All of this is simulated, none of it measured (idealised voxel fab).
Herein follows the process module entitled voxel self aligned contacts.
Xsec cut, 280 nm wide, square cell size 5 nm.
Cross-section spec: square-cell grid; bands listed top down; each band is one or more rows.
In this notation a band is specified by the heights of its top and bottom, in that order and in nm, after which its materials appear from left to right, each paired with its width in nm. The word "all across" attached to a single material means that material fills the band from edge to edge; the word "empty" stands for empty space.
Heights are measured from 0, the level below which the as-received wafer is all one material; the lowest band has no bottom and continues downward, written as in "0 nm and below".
A width given as "30..40" starts at the first number in the band's top row and ends at the second number in its bottom row, shifting by an equal amount at every step from row to row.
You'll sometimes find "remained the same" written for a step, and that's the way of saying that nowhere in the cross-section did a cell change during that step.
So "Closed cavities" is basically the list of trapped voids: any empty space of 8 cells or more that can't reach the top through an opening. They're written width x height at distance, the distance being from the left edge, and it's all nm.
On a step's line, text after the settings is the simulator commenting on that step.
overlay nm: mask right of planned place by this much (step with mask). Neg. = left.
**The process steps that were planned are listed below**
1 RECEIVE, material Si
2 OXIDIZE, depth nm 5
3 DIRECTIONAL_DEP, material polySi, thk nm 25
4 DIRECTIONAL_DEP, material SiN, thk nm 20
5 MASKED_ETCH, tone cover, mask id GATE, width nm 30, pitch nm 65, etch materials SiN, depth nm 20, overlay nm 0
6 MASKED_ETCH, tone cover, mask id GATE, width nm 30, pitch nm 65, etch materials polySi, depth nm 25, overlay nm 0
7 CONFORMAL_DEP, material SiN, thk nm 10
8 DIRECTIONAL_ETCH, etch materials SiN, depth nm 10
9 FILL_DEP, material SiO2, thk nm 10
10 CMP, height nm 50
11 PATTERN, tone open, mask id CONTACT, material resist, width nm 45, pitch nm 65, thk nm 15, overlay nm 0
12 DIRECTIONAL_ETCH, etch materials SiO2, depth nm 55
13 STRIP, etch materials resist
14 CONFORMAL_DEP, material TiN, thk nm 5
15 FILL_DEP, material W, thk nm 5
16 CMP, height nm 50
17 CONFORMAL_DEP, material SiCN, thk nm 5
**First of two wafers, processed according to plan**
**Wafer cross-section on receipt, i.e. after step 1**
    0 nm and below: Si all across
    Closed cavities: none
**Presented here is a cross-section of the wafer after step 2 has been performed**
    0 nm to -5 nm: SiO2 all across
    Below -5, the layers are the same as they were.
**Presented here is a cross-section of the wafer after step 3 has been performed**
    25 nm to 0 nm: polySi all across
    Below 0, the layers are the same as they were.
**Presented here is a cross-section of the wafer after step 4 has been performed**
    45 nm to 25 nm: SiN all across
    Below 25, the layers are the same as they were.
**Presented here is a cross-section of the wafer after step 5 has been performed**
    45 nm to 25 nm: empty 60 nm, SiN 30 nm, empty 35 nm, SiN 30 nm, empty 35 nm, SiN 30 nm, empty 60 nm
    Below 25, the layers are the same as they were.
**Presented here is a cross-section of the wafer after step 6 has been performed**
    45 nm to 25 nm: empty 60 nm, SiN 30 nm, empty 35 nm, SiN 30 nm, empty 35 nm, SiN 30 nm, empty 60 nm
    25 nm to 0 nm: empty 60 nm, polySi 30 nm, empty 35 nm, polySi 30 nm, empty 35 nm, polySi 30 nm, empty 60 nm
    Below 0, the layers are the same as they were.
**Presented here is a cross-section of the wafer after step 7 has been performed**
    55 nm to 25 nm: empty 50 nm, SiN 50 nm, empty 15 nm, SiN 50 nm, empty 15 nm, SiN 50 nm, empty 50 nm
    25 nm to 10 nm: empty 50 nm, SiN 10 nm, polySi 30 nm, SiN 10 nm, empty 15 nm, SiN 10 nm, polySi 30 nm, SiN 10 nm, empty 15 nm, SiN 10 nm, polySi 30 nm, SiN 10 nm, empty 50 nm
    10 nm to 0 nm: SiN 60 nm, polySi 30 nm, SiN 35 nm, polySi 30 nm, SiN 35 nm, polySi 30 nm, SiN 60 nm
    Below 0, the layers are the same as they were.
**Presented here is a cross-section of the wafer after step 8 has been performed**
    45 nm to 25 nm: empty 50 nm, SiN 50 nm, empty 15 nm, SiN 50 nm, empty 15 nm, SiN 50 nm, empty 50 nm
    25 nm to 0 nm: empty 50 nm, SiN 10 nm, polySi 30 nm, SiN 10 nm, empty 15 nm, SiN 10 nm, polySi 30 nm, SiN 10 nm, empty 15 nm, SiN 10 nm, polySi 30 nm, SiN 10 nm, empty 50 nm
    Below 0, the layers are the same as they were.
**Presented here is a cross-section of the wafer after step 9 has been performed**
    55 nm to 45 nm: SiO2 all across
    45 nm to 25 nm: SiO2 50 nm, SiN 50 nm, SiO2 15 nm, SiN 50 nm, SiO2 15 nm, SiN 50 nm, SiO2 50 nm
    25 nm to 0 nm: SiO2 50 nm, SiN 10 nm, polySi 30 nm, SiN 10 nm, SiO2 15 nm, SiN 10 nm, polySi 30 nm, SiN 10 nm, SiO2 15 nm, SiN 10 nm, polySi 30 nm, SiN 10 nm, SiO2 50 nm
    Below 0, the layers are the same as they were.
**Presented here is a cross-section of the wafer after step 10 has been performed**
    50 nm to 45 nm: SiO2 all across
    Below 45, the layers are the same as they were.
**Presented here is a cross-section of the wafer after step 11 has been performed**
    65 nm to 50 nm: resist 85 nm, empty 45 nm, resist 20 nm, empty 45 nm, resist 85 nm
    Below 50, the layers are the same as they were.
**Presented here is a cross-section of the wafer after step 12 has been performed**
    65 nm to 50 nm: resist 85 nm, empty 45 nm, resist 20 nm, empty 45 nm, resist 85 nm
    50 nm to 45 nm: SiO2 85 nm, empty 45 nm, SiO2 20 nm, empty 45 nm, SiO2 85 nm
    45 nm to 25 nm: SiO2 50 nm, SiN 50 nm, empty 15 nm, SiN 50 nm, empty 15 nm, SiN 50 nm, SiO2 50 nm
    25 nm to 0 nm: SiO2 50 nm, SiN 10 nm, polySi 30 nm, SiN 10 nm, empty 15 nm, SiN 10 nm, polySi 30 nm, SiN 10 nm, empty 15 nm, SiN 10 nm, polySi 30 nm, SiN 10 nm, SiO2 50 nm
    0 nm to -5 nm: SiO2 100 nm, empty 15 nm, SiO2 50 nm, empty 15 nm, SiO2 100 nm
    Below -5, the layers are the same as they were.
**Presented here is a cross-section of the wafer after step 13 has been performed**
    50 nm to 45 nm: SiO2 85 nm, empty 45 nm, SiO2 20 nm, empty 45 nm, SiO2 85 nm
    Below 45, the layers are the same as they were.
**Presented here is a cross-section of the wafer after step 14 has been performed**
    55 nm to 50 nm: TiN 90 nm, empty 35 nm, TiN 30 nm, empty 35 nm, TiN 90 nm
    50 nm to 45 nm: SiO2 85 nm, TiN 20 nm, empty 5 nm, TiN 20 nm, SiO2 20 nm, TiN 20 nm, empty 5 nm, TiN 20 nm, SiO2 85 nm
    45 nm to 25 nm: SiO2 50 nm, SiN 50 nm, TiN 5 nm, empty 5 nm, TiN 5 nm, SiN 50 nm, TiN 5 nm, empty 5 nm, TiN 5 nm, SiN 50 nm, SiO2 50 nm
    25 nm to 0 nm: SiO2 50 nm, SiN 10 nm, polySi 30 nm, SiN 10 nm, TiN 5 nm, empty 5 nm, TiN 5 nm, SiN 10 nm, polySi 30 nm, SiN 10 nm, TiN 5 nm, empty 5 nm, TiN 5 nm, SiN 10 nm, polySi 30 nm, SiN 10 nm, SiO2 50 nm
    0 nm to -5 nm: SiO2 100 nm, TiN 15 nm, SiO2 50 nm, TiN 15 nm, SiO2 100 nm
    Below -5, the layers are the same as they were.
**Presented here is a cross-section of the wafer after step 15 has been performed**
    60 nm to 55 nm: W all across
    55 nm to 50 nm: TiN 90 nm, W 35 nm, TiN 30 nm, W 35 nm, TiN 90 nm
    50 nm to 45 nm: SiO2 85 nm, TiN 20 nm, W 5 nm, TiN 20 nm, SiO2 20 nm, TiN 20 nm, W 5 nm, TiN 20 nm, SiO2 85 nm
    45 nm to 25 nm: SiO2 50 nm, SiN 50 nm, TiN 5 nm, W 5 nm, TiN 5 nm, SiN 50 nm, TiN 5 nm, W 5 nm, TiN 5 nm, SiN 50 nm, SiO2 50 nm
    25 nm to 0 nm: SiO2 50 nm, SiN 10 nm, polySi 30 nm, SiN 10 nm, TiN 5 nm, W 5 nm, TiN 5 nm, SiN 10 nm, polySi 30 nm, SiN 10 nm, TiN 5 nm, W 5 nm, TiN 5 nm, SiN 10 nm, polySi 30 nm, SiN 10 nm, SiO2 50 nm
    Below 0, the layers are the same as they were.
**Presented here is a cross-section of the wafer after step 16 has been performed**
    50 nm to 45 nm: SiO2 85 nm, TiN 20 nm, W 5 nm, TiN 20 nm, SiO2 20 nm, TiN 20 nm, W 5 nm, TiN 20 nm, SiO2 85 nm
    Below 45, the layers are the same as they were.
**Presented here is a cross-section of the wafer after step 17 has been performed**
    55 nm to 50 nm: SiCN all across
    Below 50, the layers are the same as they were.
**Wafer two. Identical start, identical plan. One mistake in execution. Identical history through step 1**
Cross-section of the second wafer at the time by which step 2 should have been completed according to the plan: remained the same
**Cross-section of the second wafer at the time by which step 3 should have been completed according to the plan**
    25 nm to 0 nm: polySi all across
    Below 0, the layers are the same as they were.
**Cross-section of the second wafer at the time by which step 4 should have been completed according to the plan**
    45 nm to 25 nm: SiN all across
    Below 25, the layers are the same as they were.
**Cross-section of the second wafer at the time by which step 5 should have been completed according to the plan**
    45 nm to 25 nm: empty 60 nm, SiN 30 nm, empty 35 nm, SiN 30 nm, empty 35 nm, SiN 30 nm, empty 60 nm
    Below 25, the layers are the same as they were.
**Cross-section of the second wafer at the time by which step 6 should have been completed according to the plan**
    45 nm to 25 nm: empty 60 nm, SiN 30 nm, empty 35 nm, SiN 30 nm, empty 35 nm, SiN 30 nm, empty 60 nm
    25 nm to 0 nm: empty 60 nm, polySi 30 nm, empty 35 nm, polySi 30 nm, empty 35 nm, polySi 30 nm, empty 60 nm
    Below 0, the layers are the same as they were.
**Cross-section of the second wafer at the time by which step 7 should have been completed according to the plan**
    55 nm to 25 nm: empty 50 nm, SiN 50 nm, empty 15 nm, SiN 50 nm, empty 15 nm, SiN 50 nm, empty 50 nm
    25 nm to 10 nm: empty 50 nm, SiN 10 nm, polySi 30 nm, SiN 10 nm, empty 15 nm, SiN 10 nm, polySi 30 nm, SiN 10 nm, empty 15 nm, SiN 10 nm, polySi 30 nm, SiN 10 nm, empty 50 nm
    10 nm to 0 nm: SiN 60 nm, polySi 30 nm, SiN 35 nm, polySi 30 nm, SiN 35 nm, polySi 30 nm, SiN 60 nm
    Below 0, the layers are the same as they were.
**Cross-section of the second wafer at the time by which step 8 should have been completed according to the plan**
    45 nm to 25 nm: empty 50 nm, SiN 50 nm, empty 15 nm, SiN 50 nm, empty 15 nm, SiN 50 nm, empty 50 nm
    25 nm to 0 nm: empty 50 nm, SiN 10 nm, polySi 30 nm, SiN 10 nm, empty 15 nm, SiN 10 nm, polySi 30 nm, SiN 10 nm, empty 15 nm, SiN 10 nm, polySi 30 nm, SiN 10 nm, empty 50 nm
    Below 0, the layers are the same as they were.
**Cross-section of the second wafer at the time by which step 9 should have been completed according to the plan**
    55 nm to 45 nm: SiO2 all across
    45 nm to 25 nm: SiO2 50 nm, SiN 50 nm, SiO2 15 nm, SiN 50 nm, SiO2 15 nm, SiN 50 nm, SiO2 50 nm
    25 nm to 0 nm: SiO2 50 nm, SiN 10 nm, polySi 30 nm, SiN 10 nm, SiO2 15 nm, SiN 10 nm, polySi 30 nm, SiN 10 nm, SiO2 15 nm, SiN 10 nm, polySi 30 nm, SiN 10 nm, SiO2 50 nm
    Below 0, the layers are the same as they were.
**Cross-section of the second wafer at the time by which step 10 should have been completed according to the plan**
    50 nm to 45 nm: SiO2 all across
    Below 45, the layers are the same as they were.
**Cross-section of the second wafer at the time by which step 11 should have been completed according to the plan**
    65 nm to 50 nm: resist 85 nm, empty 45 nm, resist 20 nm, empty 45 nm, resist 85 nm
    Below 50, the layers are the same as they were.
**Cross-section of the second wafer at the time by which step 12 should have been completed according to the plan**
    65 nm to 50 nm: resist 85 nm, empty 45 nm, resist 20 nm, empty 45 nm, resist 85 nm
    50 nm to 45 nm: SiO2 85 nm, empty 45 nm, SiO2 20 nm, empty 45 nm, SiO2 85 nm
    45 nm to 25 nm: SiO2 50 nm, SiN 50 nm, empty 15 nm, SiN 50 nm, empty 15 nm, SiN 50 nm, SiO2 50 nm
    25 nm to 0 nm: SiO2 50 nm, SiN 10 nm, polySi 30 nm, SiN 10 nm, empty 15 nm, SiN 10 nm, polySi 30 nm, SiN 10 nm, empty 15 nm, SiN 10 nm, polySi 30 nm, SiN 10 nm, SiO2 50 nm
    Below 0, the layers are the same as they were.
**Cross-section of the second wafer at the time by which step 13 should have been completed according to the plan**
    50 nm to 45 nm: SiO2 85 nm, empty 45 nm, SiO2 20 nm, empty 45 nm, SiO2 85 nm
    Below 45, the layers are the same as they were.
**Cross-section of the second wafer at the time by which step 14 should have been completed according to the plan**
    55 nm to 50 nm: TiN 90 nm, empty 35 nm, TiN 30 nm, empty 35 nm, TiN 90 nm
    50 nm to 45 nm: SiO2 85 nm, TiN 20 nm, empty 5 nm, TiN 20 nm, SiO2 20 nm, TiN 20 nm, empty 5 nm, TiN 20 nm, SiO2 85 nm
    45 nm to 25 nm: SiO2 50 nm, SiN 50 nm, TiN 5 nm, empty 5 nm, TiN 5 nm, SiN 50 nm, TiN 5 nm, empty 5 nm, TiN 5 nm, SiN 50 nm, SiO2 50 nm
    25 nm to 5 nm: SiO2 50 nm, SiN 10 nm, polySi 30 nm, SiN 10 nm, TiN 5 nm, empty 5 nm, TiN 5 nm, SiN 10 nm, polySi 30 nm, SiN 10 nm, TiN 5 nm, empty 5 nm, TiN 5 nm, SiN 10 nm, polySi 30 nm, SiN 10 nm, SiO2 50 nm
    5 nm to 0 nm: SiO2 50 nm, SiN 10 nm, polySi 30 nm, SiN 10 nm, TiN 15 nm, SiN 10 nm, polySi 30 nm, SiN 10 nm, TiN 15 nm, SiN 10 nm, polySi 30 nm, SiN 10 nm, SiO2 50 nm
    Below 0, the layers are the same as they were.
**Cross-section of the second wafer at the time by which step 15 should have been completed according to the plan**
    60 nm to 55 nm: W all across
    55 nm to 50 nm: TiN 90 nm, W 35 nm, TiN 30 nm, W 35 nm, TiN 90 nm
    50 nm to 45 nm: SiO2 85 nm, TiN 20 nm, W 5 nm, TiN 20 nm, SiO2 20 nm, TiN 20 nm, W 5 nm, TiN 20 nm, SiO2 85 nm
    45 nm to 25 nm: SiO2 50 nm, SiN 50 nm, TiN 5 nm, W 5 nm, TiN 5 nm, SiN 50 nm, TiN 5 nm, W 5 nm, TiN 5 nm, SiN 50 nm, SiO2 50 nm
    25 nm to 5 nm: SiO2 50 nm, SiN 10 nm, polySi 30 nm, SiN 10 nm, TiN 5 nm, W 5 nm, TiN 5 nm, SiN 10 nm, polySi 30 nm, SiN 10 nm, TiN 5 nm, W 5 nm, TiN 5 nm, SiN 10 nm, polySi 30 nm, SiN 10 nm, SiO2 50 nm
    Below 5, the layers are the same as they were.
**Cross-section of the second wafer at the time by which step 16 should have been completed according to the plan**
    50 nm to 45 nm: SiO2 85 nm, TiN 20 nm, W 5 nm, TiN 20 nm, SiO2 20 nm, TiN 20 nm, W 5 nm, TiN 20 nm, SiO2 85 nm
    Below 45, the layers are the same as they were.
**Cross-section of the second wafer at the time by which step 17 should have been completed according to the plan**
    55 nm to 50 nm: SiCN all across
    Below 50, the layers are the same as they were.
Against the plan, the run slipped here: plan step 2: skipped, not run
Count the cells at the end and the second wafer has more or fewer of some materials than the first: Si: 56 more | SiO2: 50 fewer | TiN: 4 fewer | W: 2 fewer
